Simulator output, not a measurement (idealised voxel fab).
The document below concerns the process module designated voxel self aligned vias.
Each square cell in cross-section cut measures 5 nm, and the section as a whole is 155 nm wide.
Each cross-section below is a grid of square cells, stated as bands in top-down order, with one or more rows of cells making up each band. Band: top and bottom heights (nm) first, top before bottom; then materials from left to right, widths in nm. "everywhere" marks a sole material filling the band edge to edge. "air" denotes empty space. Beneath 0, the wafer as received is one material, and that level is where height counting begins. The lowest band goes on downward without a bottom; it is written like "0 down". Per-row width for "30->40": begins at first number (top row of band), ends at second number (bottom row), increment between rows held constant. Given "identical to before" for a step, no cell of the cross-section differs between before and after that step. The list in "Trapped cavities" covers empty spaces of 8 cells or more that cannot reach the top through any open way, and it gives each as width x height at distance; the distance is from the left edge, and width, height and distance are in nm. What comes after the settings on a step's line is commentary from the simulator itself on that step. overlay nm: mask offset rightward from planned place, masked step; negative means leftward offset.
Listed below are the process steps as planned:
1 RECEIVE: material Si
2 CONFORMAL_DEP: material SiO2, thk nm 10
3 CONFORMAL_DEP: material SiCN, thk nm 5
4 DIRECTIONAL_DEP: material lowk, thk nm 30
5 MASKED_ETCH: tone open, mask id LINES, width nm 30, pitch nm 65, etch materials lowk, depth nm 30, overlay nm 0
6 CONFORMAL_DEP: material TiN, thk nm 5
7 FILL_DEP: material Ru, thk nm 10
8 CMP: height nm 45
9 SELECTIVE_ETCH: etch materials W Ru TiN, depth nm 5
10 FILL_DEP: material SiN, thk nm 10
11 CMP: height nm 45
12 DIRECTIONAL_DEP: material lowk, thk nm 15
13 PATTERN: tone open, mask id VIAS, material resist, width nm 50, thk nm 15, overlay nm 0
14 DIRECTIONAL_ETCH: etch materials lowk, depth nm 15
15 DIRECTIONAL_ETCH: etch materials SiN, depth nm 5
16 STRIP: etch materials resist
17 CONFORMAL_DEP: material TiN, thk nm 5
18 FILL_DEP: material Cu, thk nm 5
19 CMP: height nm 60
20 CONFORMAL_DEP: material SiCN, thk nm 5
First of two wafers: run as planned:
Cross-section of the wafer at receipt, which is the condition after step 1:
> 0 down: Si everywhere
> Trapped cavities: none
How the wafer stands in section after step 2:
> 10 to 0: SiO2 everywhere
> Unchanged below 0.
How the wafer stands in section after step 3:
> 15 to 10: SiCN everywhere
> Unchanged below 10.
How the wafer stands in section after step 4:
> 45 to 15: lowk everywhere
> Unchanged below 15.
How the wafer stands in section after step 5:
> 45 to 15: lowk: 30, air: 30, lowk: 35, air: 30, lowk: 30
> Unchanged below 15.
How the wafer stands in section after step 6:
> 50 to 45: TiN: 35, air: 20, TiN: 45, air: 20, TiN: 35
> 45 to 20: lowk: 30, TiN: 5, air: 20, TiN: 5, lowk: 35, TiN: 5, air: 20, TiN: 5, lowk: 30
> 20 to 15: lowk: 30, TiN: 30, lowk: 35, TiN: 30, lowk: 30
> Unchanged below 15.
How the wafer stands in section after step 7:
> 60 to 50: Ru everywhere
> 50 to 45: TiN: 35, Ru: 20, TiN: 45, Ru: 20, TiN: 35
> 45 to 20: lowk: 30, TiN: 5, Ru: 20, TiN: 5, lowk: 35, TiN: 5, Ru: 20, TiN: 5, lowk: 30
> Unchanged below 20.
How the wafer stands in section after step 8:
> 45 to 20: lowk: 30, TiN: 5, Ru: 20, TiN: 5, lowk: 35, TiN: 5, Ru: 20, TiN: 5, lowk: 30
> Unchanged below 20.
How the wafer stands in section after step 9:
> 45 to 40: lowk: 30, air: 30, lowk: 35, air: 30, lowk: 30
> Unchanged below 40.
How the wafer stands in section after step 10:
> 55 to 45: SiN everywhere
> 45 to 40: lowk: 30, SiN: 30, lowk: 35, SiN: 30, lowk: 30
> Unchanged below 40.
How the wafer stands in section after step 11:
> 45 to 40: lowk: 30, SiN: 30, lowk: 35, SiN: 30, lowk: 30
> Unchanged below 40.
How the wafer stands in section after step 12:
> 60 to 45: lowk everywhere
> Unchanged below 45.
How the wafer stands in section after step 13:
> 75 to 60: resist: 20, air: 50, resist: 85
> Unchanged below 60.
How the wafer stands in section after step 14:
> 75 to 60: resist: 20, air: 50, resist: 85
> 60 to 45: lowk: 20, air: 50, lowk: 85
> Unchanged below 45.
How the wafer stands in section after step 15:
> 75 to 60: resist: 20, air: 50, resist: 85
> 60 to 45: lowk: 20, air: 50, lowk: 85
> 45 to 40: lowk: 30, air: 30, lowk: 35, SiN: 30, lowk: 30
> Unchanged below 40.
How the wafer stands in section after step 16:
> 60 to 45: lowk: 20, air: 50, lowk: 85
> Unchanged below 45.
How the wafer stands in section after step 17:
> 65 to 60: TiN: 25, air: 40, TiN: 90
> 60 to 50: lowk: 20, TiN: 5, air: 40, TiN: 5, lowk: 85
> 50 to 45: lowk: 20, TiN: 15, air: 20, TiN: 15, lowk: 85
> 45 to 40: lowk: 30, TiN: 30, lowk: 35, SiN: 30, lowk: 30
> Unchanged below 40.
How the wafer stands in section after step 18:
> 70 to 65: Cu everywhere
> 65 to 60: TiN: 25, Cu: 40, TiN: 90
> 60 to 50: lowk: 20, TiN: 5, Cu: 40, TiN: 5, lowk: 85
> 50 to 45: lowk: 20, TiN: 15, Cu: 20, TiN: 15, lowk: 85
> Unchanged below 45.
How the wafer stands in section after step 19:
> 60 to 50: lowk: 20, TiN: 5, Cu: 40, TiN: 5, lowk: 85
> Unchanged below 50.
How the wafer stands in section after step 20:
> 65 to 60: SiCN everywhere
> Unchanged below 60.
Second of two: same start, same plan, one run error; steps up to and including 19 match the first:
When step 20 should have ended:
> 75 to 60: SiCN everywhere
> Unchanged below 60.
What was the processing mistake? it should be noted that step 20 was executed with settings other than those planned, the operation and settings actually applied being CONFORMAL_DEP: material SiCN, thk nm 15
Materials where the second wafer ends with more or fewer cells than the first: +62 SiCN
